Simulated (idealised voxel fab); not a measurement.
The process module presented herein is designated voxel self aligned contacts.
The cross-section shown here is cut; it is 235 nm wide and divided into square cells measuring 5 nm on a side.
For the purposes of this document, a cross-section shall be understood as a grid of square cells, specified as bands listed in top-to-bottom order, each band consisting of one or more rows of cells.
What a band's entry tells you: where the top is and where the bottom is, as heights in nm, and after that what lies inside, material by material from left to right, each with its width in nm. Empty space is written as the word "air", and a single material marked with the word "full width" occupies the band from edge to edge.
Counting heights begins at 0, where everything beneath is, in the wafer as received, one material. The lowest band has no bottom; it goes on downwards, as "0 and below" shows.
So if you see something like "30..40" for the width, read it as the top row of the band sitting at the first number and the bottom row at the second, with every row in between moving by the same amount as the last.
Reading "nothing altered" for a step: not a cell of the cross-section changed in it.
"Trapped void list" lists enclosed empty spaces (at least 8 cells, no open path upward to the top), each as width x height at distance from the left edge, in nm.
Note: text after step settings on the step line = simulator remark on that step.
overlay nm: for a step with a mask, the amount by which the mask lay right of where it was planned; a negative amount means left of it.
List of planned process steps:
1,RECEIVE with material Si
2,OXIDIZE with depth nm 5
3,DIRECTIONAL_DEP with material polySi, thk nm 25
4,DIRECTIONAL_DEP with material SiN, thk nm 15
5,MASKED_ETCH with tone cover, mask id GATE, width nm 25, pitch nm 50, etch materials SiN, depth nm 15, overlay nm 0
6,MASKED_ETCH with tone cover, mask id GATE, width nm 25, pitch nm 50, etch materials polySi, depth nm 25, overlay nm 0
7,CONFORMAL_DEP with material SiN, thk nm 5
8,DIRECTIONAL_ETCH with etch materials SiN, depth nm 5
9,FILL_DEP with material SiO2, thk nm 20
10,CMP with height nm 50
11,PATTERN with tone open, mask id CONTACT, material resist, width nm 35, thk nm 15, overlay nm 0
12,DIRECTIONAL_ETCH with etch materials SiO2, depth nm 55
13,STRIP with etch materials resist
14,CONFORMAL_DEP with material TiN, thk nm 5
15,FILL_DEP with material W, thk nm 5
16,CMP with height nm 50
17,CONFORMAL_DEP with material SiCN, thk nm 5
Cross-section of the wafer at receipt, which is the condition after step 1:
> 0 and below | Si full width
> Trapped void list: none
Wafer at module end, in section. Began as above, planned as above, run with one mistake:
> 55 down to 50 | SiCN full width
> 50 down to 40 | SiO2 100 nm, then TiN 5..10 nm, then W 25..15 nm, then TiN 5..10 nm, then SiO2 100 nm
> 40 down to 25 | SiO2 80 nm, then SiN 25 nm, then TiN 5 nm, then W 15 nm, then TiN 5 nm, then SiN 25 nm, then SiO2 80 nm
> 25 down to 0 | SiO2 80 nm, then polySi 25 nm, then TiN 5 nm, then W 15 nm, then TiN 5 nm, then polySi 25 nm, then SiO2 80 nm
> 0 down to -5 | SiO2 105 nm, then TiN 25 nm, then SiO2 105 nm
> -5 and below | Si full width
> Trapped void list: none
It is concluded that the wafer was processed incorrectly with respect to the plan, in that step 7 was processed under conditions differing from the plan, specifically as CONFORMAL_DEP with material SiO2, thk nm 5
